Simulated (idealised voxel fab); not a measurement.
The following is a process module called voxel capacitor over wiring.
Section shown: cut. Width: 180 nm. Cell size: 5 nm, square.
In this document a cross-section is written as a grid of square cells. It is given as a series of bands, listed from the top down, and a band is one or more rows of cells.
The entry gives the band's vertical extent as a top height and a bottom height in nm, then its horizontal make-up as materials from left to right, each with a width in nm. "empty" stands for empty space; a single material marked "throughout" fills the band edge to edge.
Measure heights from 0. That's the level where, below it, the as-received wafer is all one material. The lowest band is bottomless and extends downward; write it as in "0 and below".
Graded width ("30 to 40"): value in top row of band = first number; value in bottom row = second number; row-to-row change constant.
Where the words "no alterations made" appear for a step, the cross-section shows no cell changed by that step; every cell remained as before.
For the entry "Enclosed empty spaces", the listed items are empty spaces with no open way to the top whose size is 8 cells or more; each item follows the pattern width x height at distance, where distance is from the left edge and all three are in nm.
Where a step's line continues beyond its settings, the continuation is a remark by the simulator itself on that step.
The setting "overlay nm" may be written on the line of a step. When the step uses a mask, the value reports how far to the right of the planned place the mask lay, and a negative value reports that it lay to the left.

## Listed below are the process steps as planned
1) RECEIVE: material Si
2) CONFORMAL_DEP: material SiO2, thk nm 10
3) DIRECTIONAL_DEP: material TiN, thk nm 5
4) DIRECTIONAL_DEP: material Ru, thk nm 20
5) MASKED_ETCH: tone cover, mask id METAL_1, width nm 20, pitch nm 75, etch materials Ru, depth nm 20, overlay nm 0
6) MASKED_ETCH: tone cover, mask id METAL_1, width nm 20, pitch nm 75, etch materials TiN, depth nm 5, overlay nm 0
7) CONFORMAL_DEP: material SiN, thk nm 5
8) FILL_DEP: material SiO2, thk nm 10
9) CMP: height nm 35
10) CONFORMAL_DEP: material SiCN, thk nm 5
11) DIRECTIONAL_DEP: material lowk, thk nm 10
12) PATTERN: tone open, mask id PLUG_1, material resist, width nm 15, thk nm 15, overlay nm 0
13) DIRECTIONAL_ETCH: etch materials lowk, depth nm 10
14) DIRECTIONAL_ETCH: etch materials SiCN, depth nm 5
15) STRIP: etch materials resist
16) CONFORMAL_DEP: material TiN, thk nm 5
17) FILL_DEP: material W, thk nm 10
18) CMP: height nm 50
19) DIRECTIONAL_DEP: material TiN, thk nm 5
20) DIRECTIONAL_DEP: material SiN, thk nm 5
21) DIRECTIONAL_DEP: material TiN, thk nm 10
22) PATTERN: tone cover, mask id UPPER_PLATE, material resist, width nm 60, thk nm 15, overlay nm 0
23) DIRECTIONAL_ETCH: etch materials TiN, depth nm 10
24) DIRECTIONAL_ETCH: etch materials SiN, depth nm 5
25) STRIP: etch materials resist
26) PATTERN: tone cover, mask id LOWER_PLATE, material resist, width nm 70, thk nm 15, overlay nm 0
27) DIRECTIONAL_ETCH: etch materials TiN, depth nm 5
28) STRIP: etch materials resist
29) FILL_DEP: material SiO2, thk nm 15
30) CMP: height nm 80
31) PATTERN: tone open, mask id PLUG_2, material resist, width nm 15, thk nm 15, overlay nm 0
32) DIRECTIONAL_ETCH: etch materials SiO2, depth nm 10
33) STRIP: etch materials resist
34) CONFORMAL_DEP: material TiN, thk nm 5
35) FILL_DEP: material Ru, thk nm 10
36) CMP: height nm 80
37) CONFORMAL_DEP: material SiCN, thk nm 5

## Cross-section of the incoming wafer, state after step 1
> 0 and below: Si throughout
> Enclosed empty spaces: none

## Figure: cross-sectional view of the wafer upon completion of the module, processed from the initial state and according to the plan depicted above, with one error introduced during execution
> 85 down to 80: SiCN throughout
> 80 down to 75: SiO2 (55) | TiN (5) | Ru (5) | TiN (5) | SiO2 (110)
> 75 down to 65: SiO2 (55 to 45) | TiN (15 to 55) | SiO2 (110 to 80)
> 65 down to 60: SiO2 (45) | TiN (60) | SiO2 (75)
> 60 down to 55: SiO2 (45) | SiN (60) | SiO2 (75)
> 55 down to 50: SiO2 (30) | TiN (75) | SiO2 (75)
> 50 down to 40: lowk (45) | TiN (5) | W (5) | TiN (5) | lowk (120)
> 40 down to 35: SiCN (45) | TiN (15) | SiCN (120)
> 35 down to 15: SiO2 (35) | SiN (5) | Ru (20) | SiN (5) | SiO2 (45) | SiN (5) | Ru (20) | SiN (5) | SiO2 (40)
> 15 down to 10: SiN (40) | TiN (20) | SiN (55) | TiN (20) | SiN (45)
> 10 down to 0: SiO2 throughout
> 0 and below: Si throughout
> Enclosed empty spaces: none
The plan and the run diverged here: step 26 went in with a setting other than planned; the actual run was PATTERN: tone cover, mask id LOWER_PLATE, material resist, width nm 70, thk nm 15, overlay nm -10
